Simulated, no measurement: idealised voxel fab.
Module name: voxel capacitor over wiring (process module)
Square cell edge 5 nm, section width 200 nm, ID cut.
Each cross-section below is a grid of square cells, stated as bands in top-down order, with one or more rows of cells making up each band. It is stipulated that each band's entry specify, in nanometres, the height of the top of the band and then that of its bottom, followed by the materials of the band in left-to-right sequence, each together with its width in nanometres. A single material marked by the word "full width" is understood to fill the band from edge to edge; the word "air" is understood to denote empty space. Heights are expressed relative to 0, this being the level below which the as-received wafer comprises one material exclusively. The lowest band is unbounded in the downward direction and is denoted as in "0..down". Width spec "30->40" -> top row of cells at first value, bottom row at second value, equal per-row change in between. The cross-section has no changed cell in any step marked "identical to before". Enclosed voids (no open way to top), threshold 8 cells or more, entry "Sealed void inventory", notation width x height at distance, distance from left edge, nm. Formally, on a step line, whatever follows the settings is a remark that the simulator itself makes on the step. overlay nm: where the mask lay relative to plan, measured to the right, on steps with a mask; negatives go left.

These are the steps we planned for the process
- 1: RECEIVE (material Si)
- 2: CONFORMAL_DEP (material SiO2; thk nm 15)
- 3: CONFORMAL_DEP (material SiCN; thk nm 5)
- 4: DIRECTIONAL_DEP (material lowk; thk nm 20)
- 5: PATTERN (tone open; mask id METAL_1; material resist; width nm 30; pitch nm 80; thk nm 20; overlay nm 0)
- 6: DIRECTIONAL_ETCH (etch materials lowk; depth nm 20)
- 7: DIRECTIONAL_ETCH (etch materials SiCN; depth nm 5)
- 8: STRIP (etch materials resist)
- 9: CONFORMAL_DEP (material TiN; thk nm 5)
- 10: FILL_DEP (material Cu; thk nm 5)
- 11: CMP (height nm 40)
- 12: CONFORMAL_DEP (material SiCN; thk nm 5)
- 13: DIRECTIONAL_DEP (material lowk; thk nm 10)
- 14: MASKED_ETCH (tone open; mask id PLUG_1; width nm 15; etch materials lowk; depth nm 10; overlay nm 0)
- 15: MASKED_ETCH (tone open; mask id PLUG_1; width nm 15; etch materials SiCN; depth nm 5; overlay nm 0)
- 16: EPI (material Ru; thk nm 10)
- 17: EPI (material Ru; thk nm 5)
- 18: DIRECTIONAL_DEP (material TiN; thk nm 10)
- 19: DIRECTIONAL_DEP (material Al2O3; thk nm 5)
- 20: DIRECTIONAL_DEP (material TiN; thk nm 5)
- 21: PATTERN (tone cover; mask id UPPER_PLATE; material resist; width nm 55; thk nm 15; overlay nm 0)
- 22: DIRECTIONAL_ETCH (etch materials TiN; depth nm 5)
- 23: DIRECTIONAL_ETCH (etch materials Al2O3; depth nm 5)
- 24: STRIP (etch materials resist)
- 25: MASKED_ETCH (tone cover; mask id LOWER_PLATE; width nm 65; etch materials TiN; depth nm 10; overlay nm 0)
- 26: FILL_DEP (material SiO2; thk nm 15)
- 27: CMP (height nm 85)
- 28: PATTERN (tone open; mask id PLUG_2; material resist; width nm 15; thk nm 15; overlay nm 0)
- 29: DIRECTIONAL_ETCH (etch materials SiO2; depth nm 10)
- 30: STRIP (etch materials resist)
- 31: CONFORMAL_DEP (material TiN; thk nm 5)
- 32: FILL_DEP (material W; thk nm 10)
- 33: CMP (height nm 85)
- 34: CONFORMAL_DEP (material SiN; thk nm 5)

As-received state of the wafer in cross-section, equivalent to post-step 1
- 0..down  Si full width
- Sealed void inventory: none

A wafer at the end: this start, this plan, one mistake
- 90..85  SiN full width
- 85..80  70 SiO2; 5 Al2O3; 5 W; 5 Al2O3; 115 SiO2
- 80..75  70 SiO2; 15 Al2O3; 115 SiO2
- 75..70  60 SiO2; 55 TiN; 85 SiO2
- 70..65  60 SiO2; 55 Al2O3; 85 SiO2
- 65..55  55 SiO2; 65 TiN; 80 SiO2
- 55..45  60 lowk; 15 Ru; 125 lowk
- 45..40  60 SiCN; 15 Ru; 125 SiCN
- 40..20  45 lowk; 5 TiN; 20 Cu; 5 TiN; 50 lowk; 5 TiN; 20 Cu; 5 TiN; 45 lowk
- 20..15  45 SiCN; 30 TiN; 50 SiCN; 30 TiN; 45 SiCN
- 15..0  SiO2 full width
- 0..down  Si full width
- Sealed void inventory: none
Plan not followed: it should be noted that step 31 was executed with settings other than those planned, the operation and settings actually applied being CONFORMAL_DEP (material Al2O3; thk nm 5)
